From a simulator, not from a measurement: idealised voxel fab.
Herein follows the process module entitled voxel self aligned contacts.
Section shown: cut. Width: 230 nm. Cell size: 5 nm, square.
In this document a cross-section is written as a grid of square cells. It is given as a series of bands, listed from the top down, and a band is one or more rows of cells. Within each band entry, the heights of the top and of the bottom of the band appear first, in that order and in nm; the materials of the band then follow from left to right, each with its corresponding width in nm. The designation "edge to edge" on a single material indicates that it fills the band from edge to edge; the designation "air" indicates empty space. Height 0 is the level under which the wafer as received is all one material. The lowest band goes on downwards, as in "0 nm and below". Graded width ("30 to 40"): value in top row of band = first number; value in bottom row = second number; row-to-row change constant. The designation "identical to before", where it is given for a processing step, indicates that no cell of the cross-section was altered in the course of that step. "Enclosed void entries": empty spaces of 8 cells or more with no open way to the top, each given as width x height at distance, distance from the left edge, all in nm. Read whatever lies past the settings on a step's line as the simulator's own remark about the step. overlay nm: mask right of planned place by this much (step with mask). Neg. = left.

Planned step list for the process:
1) RECEIVE | material Si
2) CONFORMAL_DEP | material SiO2 | thk nm 5
3) DIRECTIONAL_DEP | material polySi | thk nm 20
4) DIRECTIONAL_DEP | material SiN | thk nm 15
5) DIRECTIONAL_DEP | material aC | thk nm 15
6) PATTERN | tone cover | mask id GATE | material resist | width nm 30 | pitch nm 55 | thk nm 30 | overlay nm -15
7) DIRECTIONAL_ETCH | etch materials aC | depth nm 15
8) STRIP | etch materials resist
9) DIRECTIONAL_ETCH | etch materials SiN | depth nm 15
10) DIRECTIONAL_ETCH | etch materials polySi | depth nm 20
11) STRIP | etch materials aC
12) CONFORMAL_DEP | material SiN | thk nm 5
13) DIRECTIONAL_ETCH | etch materials SiN | depth nm 5
14) FILL_DEP | material SiO2 | thk nm 15
15) CMP | height nm 50
16) DIRECTIONAL_DEP | material aC | thk nm 15
17) PATTERN | tone open | mask id CONTACT | material resist | width nm 35 | pitch nm 55 | thk nm 35 | overlay nm 0
18) DIRECTIONAL_ETCH | etch materials aC | depth nm 15
19) STRIP | etch materials resist
20) DIRECTIONAL_ETCH | etch materials SiO2 | depth nm 50
21) STRIP | etch materials aC
22) CONFORMAL_DEP | material TiN | thk nm 5
23) FILL_DEP | material Ru | thk nm 5
24) CMP | height nm 50
25) CONFORMAL_DEP | material SiCN | thk nm 5
For clarity, it should be stated that the wafers under discussion commence in an identical condition and differ with respect to the overlay nm of step 6, the plan indicating the value that the first wafer had.

Received wafers, first of several: cross-section after step 1:
    0 nm and below  Si edge to edge
    Enclosed void entries: none

Wafer rows; end of module; cells per material since receipt: (+) gained, (-) lost; then closed voids:
overlay nm -15, +10 Ru, +46 SiCN, +96 SiN, +232 SiO2, +50 TiN, +72 polySi, Enclosed void entries: none
overlay nm -10, +26 Ru, +46 SiCN, +96 SiN, +216 SiO2, +50 TiN, +72 polySi, Enclosed void entries: none
overlay nm -5, +26 Ru, +46 SiCN, +96 SiN, +216 SiO2, +50 TiN, +72 polySi, Enclosed void entries: none
overlay nm 0, +26 Ru, +46 SiCN, +96 SiN, +216 SiO2, +50 TiN, +72 polySi, Enclosed void entries: none
overlay nm 5, +26 Ru, +46 SiCN, +96 SiN, +216 SiO2, +50 TiN, +72 polySi, Enclosed void entries: none
overlay nm 10, +26 Ru, +46 SiCN, +96 SiN, +216 SiO2, +50 TiN, +72 polySi, Enclosed void entries: none
overlay nm 15, +10 Ru, +46 SiCN, +96 SiN, +232 SiO2, +50 TiN, +72 polySi, Enclosed void entries: none
